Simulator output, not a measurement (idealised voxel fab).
process module | voxel capacitor over wiring
Displayed cross-section: cut, width of 235 nm, square cells sized 5 nm.
This document writes a cross-section as a grid whose cells are square, and gives it as bands, listed from the top down; one or more rows of cells form a band.
Per band: top height and bottom height in nm, followed by the left-to-right materials and their widths in nm; "edge to edge" marks a single material spanning edge to edge, "blank" marks empty space.
Counting heights begins at 0, where everything beneath is, in the wafer as received, one material. The lowest band has no bottom; it goes on downwards, as "0 nm and below" shows.
When a width is written as two numbers, as in "30->40", the first number is the width in the top row of cells of the band and the second is the width in its bottom row, and the width changes by the same amount from each row to the next.
You'll sometimes find "nothing changed" written for a step, and that's the way of saying that nowhere in the cross-section did a cell change during that step.
Empty spaces without an open route to the top, at least 8 cells in extent, make up the entry "Enclosed empty spaces"; each is given as width x height at distance, where the distance is measured from the left edge, and all are in nm.
Text after the settings on a step's line: the simulator's own remark on that step.
overlay nm: for a step with a mask, the amount by which the mask lay right of where it was planned; a negative amount means left of it.
**The planned process steps are enumerated hereunder**
1) RECEIVE,material Si
2) CONFORMAL_DEP,material SiO2,thk nm 10
3) DIRECTIONAL_DEP,material TiN,thk nm 5
4) DIRECTIONAL_DEP,material Ru,thk nm 25
5) DIRECTIONAL_DEP,material aC,thk nm 10
6) PATTERN,tone cover,mask id METAL_1,material resist,width nm 30,pitch nm 90,thk nm 25,overlay nm 0
7) DIRECTIONAL_ETCH,etch materials aC,depth nm 10
8) STRIP,etch materials resist
9) DIRECTIONAL_ETCH,etch materials Ru,depth nm 25
10) DIRECTIONAL_ETCH,etch materials TiN,depth nm 5
11) STRIP,etch materials aC
12) CONFORMAL_DEP,material SiN,thk nm 5
13) FILL_DEP,material SiO2,thk nm 5
14) CMP,height nm 40
15) CONFORMAL_DEP,material SiCN,thk nm 5
16) DIRECTIONAL_DEP,material lowk,thk nm 10
17) DIRECTIONAL_DEP,material aC,thk nm 10
18) PATTERN,tone open,mask id PLUG_1,material resist,width nm 15,thk nm 25,overlay nm 0
19) DIRECTIONAL_ETCH,etch materials aC,depth nm 10
20) STRIP,etch materials resist
21) DIRECTIONAL_ETCH,etch materials lowk,depth nm 10
22) DIRECTIONAL_ETCH,etch materials SiCN,depth nm 5
23) STRIP,etch materials aC
24) EPI,material Ru,thk nm 10
25) EPI,material Ru,thk nm 5
26) DIRECTIONAL_DEP,material TiN,thk nm 10
27) DIRECTIONAL_DEP,material Al2O3,thk nm 5
28) DIRECTIONAL_DEP,material TiN,thk nm 10
29) PATTERN,tone cover,mask id UPPER_PLATE,material resist,width nm 65,thk nm 20,overlay nm 0
30) DIRECTIONAL_ETCH,etch materials TiN,depth nm 10
31) DIRECTIONAL_ETCH,etch materials Al2O3,depth nm 5
32) STRIP,etch materials resist
33) DIRECTIONAL_DEP,material aC,thk nm 15
34) PATTERN,tone cover,mask id LOWER_PLATE,material resist,width nm 75,thk nm 35,overlay nm 0
35) DIRECTIONAL_ETCH,etch materials aC,depth nm 15
36) STRIP,etch materials resist
37) DIRECTIONAL_ETCH,etch materials TiN,depth nm 10
38) STRIP,etch materials aC
39) FILL_DEP,material SiO2,thk nm 15
40) CMP,height nm 90
41) MASKED_ETCH,tone open,mask id PLUG_2,width nm 15,etch materials SiO2,depth nm 10,overlay nm 0
42) CONFORMAL_DEP,material TiN,thk nm 5
43) FILL_DEP,material W,thk nm 5
44) CMP,height nm 90
45) CONFORMAL_DEP,material SiCN,thk nm 5
**Below: the first of two wafers, run as planned**
**Cross-section of the wafer as it came to us, i.e., already through step 1**
0 nm and below = Si edge to edge
Enclosed empty spaces: none
**Step 2 complete: cross-section through the wafer**
10 nm to 0 nm = SiO2 edge to edge
Under the height 0 nothing was changed.
**Step 3 complete: cross-section through the wafer**
15 nm to 10 nm = TiN edge to edge
Under the height 10 nothing was changed.
**Step 4 complete: cross-section through the wafer**
40 nm to 15 nm = Ru edge to edge
Under the height 15 nothing was changed.
**Step 5 complete: cross-section through the wafer**
50 nm to 40 nm = aC edge to edge
Under the height 40 nothing was changed.
**Step 6 complete: cross-section through the wafer**
75 nm to 50 nm = blank (55) / resist (30) / blank (60) / resist (30) / blank (60)
Under the height 50 nothing was changed.
**Step 7 complete: cross-section through the wafer**
65 nm to 50 nm = blank (55) / resist (30) / blank (60) / resist (30) / blank (60)
50 nm to 40 nm = blank (55) / aC (30) / blank (60) / aC (30) / blank (60)
Under the height 40 nothing was changed.
**Step 8 complete: cross-section through the wafer**
50 nm to 40 nm = blank (55) / aC (30) / blank (60) / aC (30) / blank (60)
Under the height 40 nothing was changed.
**Step 9 complete: cross-section through the wafer**
50 nm to 40 nm = blank (55) / aC (30) / blank (60) / aC (30) / blank (60)
40 nm to 15 nm = blank (55) / Ru (30) / blank (60) / Ru (30) / blank (60)
Under the height 15 nothing was changed.
**Step 10 complete: cross-section through the wafer**
50 nm to 40 nm = blank (55) / aC (30) / blank (60) / aC (30) / blank (60)
40 nm to 15 nm = blank (55) / Ru (30) / blank (60) / Ru (30) / blank (60)
15 nm to 10 nm = blank (55) / TiN (30) / blank (60) / TiN (30) / blank (60)
Under the height 10 nothing was changed.
**Step 11 complete: cross-section through the wafer**
40 nm to 15 nm = blank (55) / Ru (30) / blank (60) / Ru (30) / blank (60)
Under the height 15 nothing was changed.
**Step 12 complete: cross-section through the wafer**
45 nm to 40 nm = blank (50) / SiN (40) / blank (50) / SiN (40) / blank (55)
40 nm to 15 nm = blank (50) / SiN (5) / Ru (30) / SiN (5) / blank (50) / SiN (5) / Ru (30) / SiN (5) / blank (55)
15 nm to 10 nm = SiN (55) / TiN (30) / SiN (60) / TiN (30) / SiN (60)
Under the height 10 nothing was changed.
**Step 13 complete: cross-section through the wafer**
50 nm to 45 nm = SiO2 edge to edge
45 nm to 40 nm = SiO2 (50) / SiN (40) / SiO2 (50) / SiN (40) / SiO2 (55)
40 nm to 15 nm = SiO2 (50) / SiN (5) / Ru (30) / SiN (5) / SiO2 (50) / SiN (5) / Ru (30) / SiN (5) / SiO2 (55)
Under the height 15 nothing was changed.
**Step 14 complete: cross-section through the wafer**
40 nm to 15 nm = SiO2 (50) / SiN (5) / Ru (30) / SiN (5) / SiO2 (50) / SiN (5) / Ru (30) / SiN (5) / SiO2 (55)
Under the height 15 nothing was changed.
**Step 15 complete: cross-section through the wafer**
45 nm to 40 nm = SiCN edge to edge
Under the height 40 nothing was changed.
**Step 16 complete: cross-section through the wafer**
55 nm to 45 nm = lowk edge to edge
Under the height 45 nothing was changed.
**Step 17 complete: cross-section through the wafer**
65 nm to 55 nm = aC edge to edge
Under the height 55 nothing was changed.
**Step 18 complete: cross-section through the wafer**
90 nm to 65 nm = resist (70) / blank (15) / resist (150)
Under the height 65 nothing was changed.
**Step 19 complete: cross-section through the wafer**
80 nm to 65 nm = resist (70) / blank (15) / resist (150)
65 nm to 55 nm = aC (70) / blank (15) / aC (150)
Under the height 55 nothing was changed.
**Step 20 complete: cross-section through the wafer**
65 nm to 55 nm = aC (70) / blank (15) / aC (150)
Under the height 55 nothing was changed.
**Step 21 complete: cross-section through the wafer**
65 nm to 55 nm = aC (70) / blank (15) / aC (150)
55 nm to 45 nm = lowk (70) / blank (15) / lowk (150)
Under the height 45 nothing was changed.
**Step 22 complete: cross-section through the wafer**
65 nm to 55 nm = aC (70) / blank (15) / aC (150)
55 nm to 45 nm = lowk (70) / blank (15) / lowk (150)
45 nm to 40 nm = SiCN (70) / blank (15) / SiCN (150)
Under the height 40 nothing was changed.
**Step 23 complete: cross-section through the wafer**
55 nm to 45 nm = lowk (70) / blank (15) / lowk (150)
Under the height 45 nothing was changed.
**Step 24 complete: cross-section through the wafer**
55 nm to 50 nm = lowk (70) / blank (15) / lowk (150)
50 nm to 45 nm = lowk (70) / Ru (15) / lowk (150)
45 nm to 40 nm = SiCN (70) / Ru (15) / SiCN (150)
Under the height 40 nothing was changed.
**Step 25 complete: cross-section through the wafer**
55 nm to 45 nm = lowk (70) / Ru (15) / lowk (150)
Under the height 45 nothing was changed.
**Step 26 complete: cross-section through the wafer**
65 nm to 55 nm = TiN edge to edge
Under the height 55 nothing was changed.
**Step 27 complete: cross-section through the wafer**
70 nm to 65 nm = Al2O3 edge to edge
Under the height 65 nothing was changed.
**Step 28 complete: cross-section through the wafer**
80 nm to 70 nm = TiN edge to edge
Under the height 70 nothing was changed.
**Step 29 complete: cross-section through the wafer**
100 nm to 80 nm = blank (70) / resist (65) / blank (100)
Under the height 80 nothing was changed.
**Step 30 complete: cross-section through the wafer**
100 nm to 80 nm = blank (70) / resist (65) / blank (100)
80 nm to 70 nm = blank (70) / TiN (65) / blank (100)
Under the height 70 nothing was changed.
**Step 31 complete: cross-section through the wafer**
100 nm to 80 nm = blank (70) / resist (65) / blank (100)
80 nm to 70 nm = blank (70) / TiN (65) / blank (100)
70 nm to 65 nm = blank (70) / Al2O3 (65) / blank (100)
Under the height 65 nothing was changed.
**Step 32 complete: cross-section through the wafer**
80 nm to 70 nm = blank (70) / TiN (65) / blank (100)
Under the height 70 nothing was changed.
**Step 33 complete: cross-section through the wafer**
95 nm to 80 nm = blank (70) / aC (65) / blank (100)
80 nm to 70 nm = aC (70) / TiN (65) / aC (100)
70 nm to 65 nm = aC (70) / Al2O3 (65) / aC (100)
Under the height 65 nothing was changed.
**Step 34 complete: cross-section through the wafer**
130 nm to 95 nm = blank (65) / resist (75) / blank (95)
95 nm to 80 nm = blank (65) / resist (5) / aC (65) / resist (5) / blank (95)
Under the height 80 nothing was changed.
**Step 35 complete: cross-section through the wafer**
115 nm to 95 nm = blank (65) / resist (75) / blank (95)
95 nm to 80 nm = blank (65) / resist (5) / aC (65) / resist (5) / blank (95)
80 nm to 70 nm = blank (65) / aC (5) / TiN (65) / aC (5) / blank (95)
70 nm to 65 nm = blank (65) / aC (5) / Al2O3 (65) / aC (5) / blank (95)
Under the height 65 nothing was changed.
**Step 36 complete: cross-section through the wafer**
95 nm to 80 nm = blank (70) / aC (65) / blank (100)
Under the height 80 nothing was changed.
**Step 37 complete: cross-section through the wafer**
95 nm to 80 nm = blank (70) / aC (65) / blank (100)
80 nm to 70 nm = blank (65) / aC (5) / TiN (65) / aC (5) / blank (95)
70 nm to 65 nm = blank (65) / aC (5) / Al2O3 (65) / aC (5) / blank (95)
65 nm to 55 nm = blank (65) / TiN (75) / blank (95)
Under the height 55 nothing was changed.
**Step 38 complete: cross-section through the wafer**
80 nm to 70 nm = blank (70) / TiN (65) / blank (100)
70 nm to 65 nm = blank (70) / Al2O3 (65) / blank (100)
Under the height 65 nothing was changed.
**Step 39 complete: cross-section through the wafer**
95 nm to 80 nm = SiO2 edge to edge
80 nm to 70 nm = SiO2 (70) / TiN (65) / SiO2 (100)
70 nm to 65 nm = SiO2 (70) / Al2O3 (65) / SiO2 (100)
65 nm to 55 nm = SiO2 (65) / TiN (75) / SiO2 (95)
Under the height 55 nothing was changed.
**Step 40 complete: cross-section through the wafer**
90 nm to 80 nm = SiO2 edge to edge
Under the height 80 nothing was changed.
**Step 41 complete: cross-section through the wafer**
90 nm to 80 nm = SiO2 (80) / blank (15) / SiO2 (140)
Under the height 80 nothing was changed.
**Step 42 complete: cross-section through the wafer**
95 nm to 90 nm = TiN (85) / blank (5) / TiN (145)
90 nm to 85 nm = SiO2 (80) / TiN (5) / blank (5) / TiN (5) / SiO2 (140)
85 nm to 80 nm = SiO2 (80) / TiN (15) / SiO2 (140)
Under the height 80 nothing was changed.
**Step 43 complete: cross-section through the wafer**
100 nm to 95 nm = W edge to edge
95 nm to 90 nm = TiN (85) / W (5) / TiN (145)
90 nm to 85 nm = SiO2 (80) / TiN (5) / W (5) / TiN (5) / SiO2 (140)
Under the height 85 nothing was changed.
**Step 44 complete: cross-section through the wafer**
90 nm to 85 nm = SiO2 (80) / TiN (5) / W (5) / TiN (5) / SiO2 (140)
Under the height 85 nothing was changed.
**Step 45 complete: cross-section through the wafer**
95 nm to 90 nm = SiCN edge to edge
Under the height 90 nothing was changed.
**Wafer two. Same start, same plan, one slip in execution. Same as wafer one through step 17, inclusive**
**Planned end of step 18: second wafer, cross-section**
90 nm to 65 nm = resist (80) / blank (15) / resist (140)
Under the height 65 nothing was changed.
**Planned end of step 19: second wafer, cross-section**
80 nm to 65 nm = resist (80) / blank (15) / resist (140)
65 nm to 55 nm = aC (80) / blank (15) / aC (140)
Under the height 55 nothing was changed.
**Planned end of step 20: second wafer, cross-section**
65 nm to 55 nm = aC (80) / blank (15) / aC (140)
Under the height 55 nothing was changed.
**Planned end of step 21: second wafer, cross-section**
65 nm to 55 nm = aC (80) / blank (15) / aC (140)
55 nm to 45 nm = lowk (80) / blank (15) / lowk (140)
Under the height 45 nothing was changed.
**Planned end of step 22: second wafer, cross-section**
65 nm to 55 nm = aC (80) / blank (15) / aC (140)
55 nm to 45 nm = lowk (80) / blank (15) / lowk (140)
45 nm to 40 nm = SiCN (80) / blank (15) / SiCN (140)
Under the height 40 nothing was changed.
**Planned end of step 23: second wafer, cross-section**
55 nm to 45 nm = lowk (80) / blank (15) / lowk (140)
Under the height 45 nothing was changed.
**Planned end of step 24: second wafer, cross-section**
55 nm to 50 nm = lowk (80) / blank (15) / lowk (140)
50 nm to 45 nm = lowk (80) / Ru (15) / lowk (140)
45 nm to 40 nm = SiCN (80) / Ru (15) / SiCN (140)
Under the height 40 nothing was changed.
**Planned end of step 25: second wafer, cross-section**
55 nm to 45 nm = lowk (80) / Ru (15) / lowk (140)
Under the height 45 nothing was changed.
**Planned end of step 26: second wafer, cross-section**
65 nm to 55 nm = TiN edge to edge
Under the height 55 nothing was changed.
**Planned end of step 27: second wafer, cross-section**
70 nm to 65 nm = Al2O3 edge to edge
Under the height 65 nothing was changed.
**Planned end of step 28: second wafer, cross-section**
80 nm to 70 nm = TiN edge to edge
Under the height 70 nothing was changed.
**Planned end of step 29: second wafer, cross-section**
100 nm to 80 nm = blank (70) / resist (65) / blank (100)
Under the height 80 nothing was changed.
**Planned end of step 30: second wafer, cross-section**
100 nm to 80 nm = blank (70) / resist (65) / blank (100)
80 nm to 70 nm = blank (70) / TiN (65) / blank (100)
Under the height 70 nothing was changed.
**Planned end of step 31: second wafer, cross-section**
100 nm to 80 nm = blank (70) / resist (65) / blank (100)
80 nm to 70 nm = blank (70) / TiN (65) / blank (100)
70 nm to 65 nm = blank (70) / Al2O3 (65) / blank (100)
Under the height 65 nothing was changed.
**Planned end of step 32: second wafer, cross-section**
80 nm to 70 nm = blank (70) / TiN (65) / blank (100)
Under the height 70 nothing was changed.
**Planned end of step 33: second wafer, cross-section**
95 nm to 80 nm = blank (70) / aC (65) / blank (100)
80 nm to 70 nm = aC (70) / TiN (65) / aC (100)
70 nm to 65 nm = aC (70) / Al2O3 (65) / aC (100)
Under the height 65 nothing was changed.
**Planned end of step 34: second wafer, cross-section**
130 nm to 95 nm = blank (65) / resist (75) / blank (95)
95 nm to 80 nm = blank (65) / resist (5) / aC (65) / resist (5) / blank (95)
Under the height 80 nothing was changed.
**Planned end of step 35: second wafer, cross-section**
115 nm to 95 nm = blank (65) / resist (75) / blank (95)
95 nm to 80 nm = blank (65) / resist (5) / aC (65) / resist (5) / blank (95)
80 nm to 70 nm = blank (65) / aC (5) / TiN (65) / aC (5) / blank (95)
70 nm to 65 nm = blank (65) / aC (5) / Al2O3 (65) / aC (5) / blank (95)
Under the height 65 nothing was changed.
**Planned end of step 36: second wafer, cross-section**
95 nm to 80 nm = blank (70) / aC (65) / blank (100)
Under the height 80 nothing was changed.
**Planned end of step 37: second wafer, cross-section**
95 nm to 80 nm = blank (70) / aC (65) / blank (100)
80 nm to 70 nm = blank (65) / aC (5) / TiN (65) / aC (5) / blank (95)
70 nm to 65 nm = blank (65) / aC (5) / Al2O3 (65) / aC (5) / blank (95)
65 nm to 55 nm = blank (65) / TiN (75) / blank (95)
Under the height 55 nothing was changed.
**Planned end of step 38: second wafer, cross-section**
80 nm to 70 nm = blank (70) / TiN (65) / blank (100)
70 nm to 65 nm = blank (70) / Al2O3 (65) / blank (100)
Under the height 65 nothing was changed.
**Planned end of step 39: second wafer, cross-section**
95 nm to 80 nm = SiO2 edge to edge
80 nm to 70 nm = SiO2 (70) / TiN (65) / SiO2 (100)
70 nm to 65 nm = SiO2 (70) / Al2O3 (65) / SiO2 (100)
65 nm to 55 nm = SiO2 (65) / TiN (75) / SiO2 (95)
Under the height 55 nothing was changed.
**Planned end of step 40: second wafer, cross-section**
90 nm to 80 nm = SiO2 edge to edge
Under the height 80 nothing was changed.
**Planned end of step 41: second wafer, cross-section**
90 nm to 80 nm = SiO2 (80) / blank (15) / SiO2 (140)
Under the height 80 nothing was changed.
**Planned end of step 42: second wafer, cross-section**
95 nm to 90 nm = TiN (85) / blank (5) / TiN (145)
90 nm to 85 nm = SiO2 (80) / TiN (5) / blank (5) / TiN (5) / SiO2 (140)
85 nm to 80 nm = SiO2 (80) / TiN (15) / SiO2 (140)
Under the height 80 nothing was changed.
**Planned end of step 43: second wafer, cross-section**
100 nm to 95 nm = W edge to edge
95 nm to 90 nm = TiN (85) / W (5) / TiN (145)
90 nm to 85 nm = SiO2 (80) / TiN (5) / W (5) / TiN (5) / SiO2 (140)
Under the height 85 nothing was changed.
**Planned end of step 44: second wafer, cross-section**
90 nm to 85 nm = SiO2 (80) / TiN (5) / W (5) / TiN (5) / SiO2 (140)
Under the height 85 nothing was changed.
**Planned end of step 45: second wafer, cross-section**
95 nm to 90 nm = SiCN edge to edge
Under the height 90 nothing was changed.
What broke from the plan during processing? so step 18 ended up running with a different setting than we planned, it ran as PATTERN,tone open,mask id PLUG_1,material resist,width nm 15,thk nm 25,overlay nm 10
When the process is done, the second wafer contains the same cell count of every material as the first wafer, but distributed over other locations.
